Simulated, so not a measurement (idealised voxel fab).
process module | voxel trench capacitor
cross-section cut | 225 nm wide | cells 5 nm
A cross-section is a grid of square cells, given in bands from the top down. A band is one or more rows of cells.
Each band's line starts with the height of the band's top and of its bottom, in nm. Then come its materials from left to right, each with its width in nm. One material with "throughout" fills the band from edge to edge. "air" is empty space.
Height 0 is the level under which the wafer as received is all one material. The lowest band goes on downwards, as in "0 down".
A width such as "30 to 40" changes by the same amount from each row of cells to the next, from the band's top row to its bottom row.
"no change" after a step means that no cell of the cross-section changed.
closed voids: empty space of 8 cells or more with no open way to the top, each as width x height at its distance from the left edge, in nm
after a step's settings: what the simulator itself notes on the step
overlay nm, on a step with a mask: how far to the right of its planned place the mask lay; to the left if negative
plan
1 op RECEIVE | material Si
2 op CONFORMAL_DEP | material SiN | thk nm 10
3 op MASKED_ETCH | tone open | mask id TRENCH | width nm 15 | pitch nm 45 | etch materials SiN | depth nm 10 | overlay nm 0
4 op MASKED_ETCH | tone open | mask id TRENCH | width nm 15 | pitch nm 45 | etch materials Si | depth nm 40 | overlay nm 0
5 op CONFORMAL_DEP | material SiO2 | thk nm 5
6 op FILL_DEP | material polySi | thk nm 5
7 op CMP | height nm 10
first wafer, as planned
as received, after step 1
  0 down: Si throughout
  closed voids: none
after step 2
  10 to 0: SiN throughout
  below 0: unchanged
after step 3
  10 to 0: SiN 80 | air 15 | SiN 30 | air 15 | SiN 85
  below 0: unchanged
after step 4
  10 to 0: SiN 80 | air 15 | SiN 30 | air 15 | SiN 85
  0 to -40: Si 80 | air 15 | Si 30 | air 15 | Si 85
  below -40: unchanged
after step 5
  15 to 10: SiO2 85 | air 5 | SiO2 40 | air 5 | SiO2 90
  10 to 0: SiN 80 | SiO2 5 | air 5 | SiO2 5 | SiN 30 | SiO2 5 | air 5 | SiO2 5 | SiN 85
  0 to -35: Si 80 | SiO2 5 | air 5 | SiO2 5 | Si 30 | SiO2 5 | air 5 | SiO2 5 | Si 85
  -35 to -40: Si 80 | SiO2 15 | Si 30 | SiO2 15 | Si 85
  below -40: unchanged
after step 6
  20 to 15: polySi throughout
  15 to 10: SiO2 85 | polySi 5 | SiO2 40 | polySi 5 | SiO2 90
  10 to 0: SiN 80 | SiO2 5 | polySi 5 | SiO2 5 | SiN 30 | SiO2 5 | polySi 5 | SiO2 5 | SiN 85
  0 to -35: Si 80 | SiO2 5 | polySi 5 | SiO2 5 | Si 30 | SiO2 5 | polySi 5 | SiO2 5 | Si 85
  below -35: unchanged
after step 7
  10 to 0: SiN 80 | SiO2 5 | polySi 5 | SiO2 5 | SiN 30 | SiO2 5 | polySi 5 | SiO2 5 | SiN 85
  below 0: unchanged
second wafer: like start, like plan, one mistake. Through step 1 it matches the first wafer
when step 2 should have ended: no change
when step 3 should have ended: no change
when step 4 should have ended
  0 to -40: Si 80 | air 15 | Si 30 | air 15 | Si 85
  below -40: unchanged
when step 5 should have ended
  5 to 0: SiO2 85 | air 5 | SiO2 40 | air 5 | SiO2 90
  0 to -35: Si 80 | SiO2 5 | air 5 | SiO2 5 | Si 30 | SiO2 5 | air 5 | SiO2 5 | Si 85
  -35 to -40: Si 80 | SiO2 15 | Si 30 | SiO2 15 | Si 85
  below -40: unchanged
when step 6 should have ended
  10 to 5: polySi throughout
  5 to 0: SiO2 85 | polySi 5 | SiO2 40 | polySi 5 | SiO2 90
  0 to -35: Si 80 | SiO2 5 | polySi 5 | SiO2 5 | Si 30 | SiO2 5 | polySi 5 | SiO2 5 | Si 85
  below -35: unchanged
when step 7 should have ended: no change
what went wrong: step 2 was left out
at the end the second wafer has, in cells: 78 fewer of SiN | 35 more of SiO2 | 43 more of polySi
